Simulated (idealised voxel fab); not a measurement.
This is a process module. Its name is voxel gate over fins.
The width of the displayed cross-section, cut, is 290 nm; its cells are square, with a size of 5 nm.
Think of the cross-section as a grid of square cells. We describe it in bands, top to bottom, and each band covers one or more rows of those cells.
It is stipulated that each band's entry specify, in nanometres, the height of the top of the band and then that of its bottom, followed by the materials of the band in left-to-right sequence, each together with its width in nanometres. A single material marked by the word "full width" is understood to fill the band from edge to edge; the word "air" is understood to denote empty space.
Heights are reckoned from 0. Under this level, the received wafer is all of one material. The bottommost band is open-ended downward, for example "0 and below".
Per-row width for "30->40": begins at first number (top row of band), ends at second number (bottom row), increment between rows held constant.
"no change", as given for a step, is the statement that not any cell of the cross-section underwent a change during that step.
The label "Closed cavity list" introduces a list of the empty spaces, 8 cells or larger, that have no open way up to the top; each entry in it reads width x height at distance, where the distance is taken from the left edge and all three are stated in nm.
Anything after a step's settings on that line? It's the simulator's own note about the step.
Steps that use a mask can have "overlay nm" on their line. It says how far the mask sat to the right of where it was meant to be. Negative means to the left.

Intended process steps
1. RECEIVE | material Si
2. CONFORMAL_DEP | material SiN | thk nm 10
3. PATTERN | tone cover | mask id FINS | material resist | width nm 15 | pitch nm 35 | thk nm 20 | overlay nm 0
4. DIRECTIONAL_ETCH | etch materials SiN | depth nm 10
5. DIRECTIONAL_ETCH | etch materials Si | depth nm 35
6. STRIP | etch materials resist
7. OXIDIZE | depth nm 5
8. FILL_DEP | material SiO2 | thk nm 10
9. CMP | height nm 10
10. SELECTIVE_ETCH | etch materials SiO2 | depth nm 25
11. STRIP | etch materials SiN
12. CONFORMAL_DEP | material HfO2 | thk nm 5
13. CONFORMAL_DEP | material TiN | thk nm 5
14. FILL_DEP | material W | thk nm 10
15. CMP | height nm 15
16. CONFORMAL_DEP | material SiCN | thk nm 10

As-received state of the wafer in cross-section, equivalent to post-step 1
	0 and below  Si full width
	Closed cavity list: none

Here's the wafer cut in cross-section after the module, started and planned just like above, except one thing was done wrong in the run
	25 down to 15  SiCN full width
	15 down to 10  W full width
	10 down to 5  W 120 nm | TiN 25 nm | W 10 nm | TiN 25 nm | W 110 nm
	5 down to 0  W 120 nm | TiN 5 nm | HfO2 15 nm | TiN 5 nm | W 10 nm | TiN 5 nm | HfO2 15 nm | TiN 5 nm | W 110 nm
	0 down to -5  W 120 nm | TiN 5 nm | HfO2 5 nm | Si 5 nm | HfO2 5 nm | TiN 5 nm | W 10 nm | TiN 5 nm | HfO2 5 nm | Si 5 nm | HfO2 5 nm | TiN 5 nm | W 110 nm
	-5 down to -10  TiN 125 nm | HfO2 5 nm | Si 5 nm | HfO2 5 nm | TiN 20 nm | HfO2 5 nm | Si 5 nm | HfO2 5 nm | TiN 115 nm
	-10 down to -15  HfO2 130 nm | Si 5 nm | HfO2 30 nm | Si 5 nm | HfO2 120 nm
	-15 down to -40  SiO2 130 nm | Si 5 nm | SiO2 30 nm | Si 5 nm | SiO2 120 nm
	-40 and below  Si full width
	Closed cavity list: none
Where did the run depart from the plan? step 3 went in with a setting other than planned; the actual run was PATTERN | tone cover | mask id FINS | material resist | width nm 15 | pitch nm 35 | thk nm 20 | overlay nm 5
